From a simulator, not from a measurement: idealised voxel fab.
Process module under the name voxel released beams
Section shown: cut. Width: 175 nm. Cell size: 5 nm, square.
This document writes a cross-section as a grid whose cells are square, and gives it as bands, listed from the top down; one or more rows of cells form a band. What a band's entry tells you: where the top is and where the bottom is, as heights in nm, and after that what lies inside, material by material from left to right, each with its width in nm. Empty space is written as the word "empty", and a single material marked with the word "edge to edge" occupies the band from edge to edge. All heights in this document are referenced to 0, defined as the level beneath which the wafer, as received, consists entirely of one material. The lowest band is not bounded below; it extends indefinitely downward and is written in the form "0 down". It should be noted that a width expressed as "30->40" varies in equal increments from row to row of cells within the band, taking the value of the first number at the top row and that of the second number at the bottom row. The cross-section has no changed cell in any step marked "left unchanged". If an empty space has no open way to the top and is at least 8 cells in size, "Closed void register" lists it, written width x height at distance, where distance is measured from the left edge and every value is in nm. Post-settings text on a step line: simulator's own remark regarding the step. overlay nm: how far to the right of its planned place the mask lay on this masked step (negative: to the left).

# Steps in the process plan
1) RECEIVE, material Si
2) CONFORMAL_DEP, material SiN, thk nm 10
3) DIRECTIONAL_DEP, material SiO2, thk nm 15
4) PATTERN, tone open, mask id ANCHOR, material resist, width nm 45, thk nm 20, overlay nm 0
5) DIRECTIONAL_ETCH, etch materials SiO2, depth nm 15
6) STRIP, etch materials resist
7) CONFORMAL_DEP, material W, thk nm 15
8) MASKED_ETCH, tone cover, mask id BEAM, width nm 110, etch materials W, depth nm 15, overlay nm 0
9) STRIP, etch materials SiO2

# Cross-sectional view of the wafer in its as-received condition, corresponding to the state after step 1
> 0 down | Si edge to edge
> Closed void register: none

# Here's the wafer cut in cross-section after the module, started and planned just like above, except one thing was done wrong in the run
> 25 to 10 | empty: 35 / W: 15 / empty: 15 / W: 15 / empty: 95
> 10 to 0 | SiN edge to edge
> 0 down | Si edge to edge
> Closed void register: none
Error vs. plan: planned and actual differ for step 8; actual: MASKED_ETCH, tone open, mask id BEAM, width nm 110, etch materials W, depth nm 15, overlay nm 0
